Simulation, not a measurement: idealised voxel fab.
process module | voxel self aligned vias
cross-section cut | 175 nm wide | cells 5 nm
A cross-section is a grid of square cells, given in bands from the top down. A band is one or more rows of cells.
Each band's line starts with the height of the band's top and of its bottom, in nm. Then come its materials from left to right, each with its width in nm. One material with "throughout" fills the band from edge to edge. "air" is empty space.
Height 0 is the level under which the wafer as received is all one material. The lowest band goes on downwards, as in "0 down".
A width such as "30 to 40" changes by the same amount from each row of cells to the next, from the band's top row to its bottom row.
"no change" after a step means that no cell of the cross-section changed.
closed voids: empty space of 8 cells or more with no open way to the top, each as width x height at its distance from the left edge, in nm
after a step's settings: what the simulator itself notes on the step
overlay nm, on a step with a mask: how far to the right of its planned place the mask lay; to the left if negative
plan
1 op RECEIVE | material Si
2 op CONFORMAL_DEP | material SiO2 | thk nm 15
3 op CONFORMAL_DEP | material SiCN | thk nm 5
4 op DIRECTIONAL_DEP | material lowk | thk nm 20
5 op MASKED_ETCH | tone open | mask id LINES | width nm 20 | pitch nm 70 | etch materials lowk | depth nm 20 | overlay nm 0
6 op CONFORMAL_DEP | material TiN | thk nm 5
7 op FILL_DEP | material Ru | thk nm 10
8 op CMP | height nm 40
9 op SELECTIVE_ETCH | etch materials W Ru TiN | depth nm 5
10 op FILL_DEP | material SiN | thk nm 10
11 op CMP | height nm 40
12 op DIRECTIONAL_DEP | material lowk | thk nm 20
13 op DIRECTIONAL_DEP | material aC | thk nm 15
14 op PATTERN | tone open | mask id VIAS | material resist | width nm 40 | pitch nm 70 | thk nm 30 | overlay nm 0
15 op DIRECTIONAL_ETCH | etch materials aC | depth nm 15
16 op STRIP | etch materials resist
17 op DIRECTIONAL_ETCH | etch materials lowk | depth nm 20
18 op DIRECTIONAL_ETCH | etch materials SiN | depth nm 5
19 op STRIP | etch materials aC
20 op CONFORMAL_DEP | material TiN | thk nm 5
21 op FILL_DEP | material Ru | thk nm 10
22 op CMP | height nm 60
23 op CONFORMAL_DEP | material SiCN | thk nm 5
varied across the wafers: width nm of step 5. The plan shows the first wafer's value. All wafers start alike
first wafer as received, after step 1
  0 down: Si throughout
  closed voids: none
first wafer at the end, after step 23
  65 to 60: SiCN throughout
  60 to 45: lowk 30 | TiN 5 | Ru 30 | TiN 5 | lowk 30 | TiN 5 | Ru 30 | TiN 5 | lowk 35
  45 to 40: lowk 30 | TiN 15 | Ru 10 | TiN 15 | lowk 30 | TiN 15 | Ru 10 | TiN 15 | lowk 35
  40 to 35: lowk 40 | TiN 20 | lowk 50 | TiN 20 | lowk 45
  35 to 25: lowk 40 | TiN 5 | Ru 10 | TiN 5 | lowk 50 | TiN 5 | Ru 10 | TiN 5 | lowk 45
  25 to 20: lowk 40 | TiN 20 | lowk 50 | TiN 20 | lowk 45
  20 to 15: SiCN throughout
  15 to 0: SiO2 throughout
  0 down: Si throughout
  closed voids: none
last wafer at the end
  65 to 60: SiCN throughout
  60 to 40: lowk 30 | TiN 5 | Ru 30 | TiN 5 | lowk 30 | TiN 5 | Ru 30 | TiN 5 | lowk 35
  40 to 35: lowk 30 | TiN 40 | SiN 5 | lowk 25 | TiN 40 | SiN 5 | lowk 30
  35 to 25: lowk 30 | TiN 5 | Ru 35 | TiN 5 | lowk 25 | TiN 5 | Ru 35 | TiN 5 | lowk 30
  25 to 20: lowk 30 | TiN 45 | lowk 25 | TiN 45 | lowk 30
  20 to 15: SiCN throughout
  15 to 0: SiO2 throughout
  0 down: Si throughout
  closed voids: none
each wafer at the end: cells of each material gained (+) or lost (-) since it was received, then its closed voids
width nm 20 | +48 Ru | +70 SiCN | +105 SiO2 | +48 TiN | +184 lowk | closed voids: none
width nm 25 | +54 Ru | +70 SiCN | +105 SiO2 | +50 TiN | +176 lowk | closed voids: none
width nm 30 | +60 Ru | +70 SiCN | +105 SiO2 | +52 TiN | +168 lowk | closed voids: none
width nm 35 | +66 Ru | +70 SiCN | +105 SiO2 | +54 TiN | +160 lowk | closed voids: none
width nm 40 | +72 Ru | +70 SiCN | +105 SiO2 | +56 TiN | +152 lowk | closed voids: none
width nm 45 | +76 Ru | +70 SiCN | +2 SiN | +105 SiO2 | +58 TiN | +144 lowk | closed voids: none
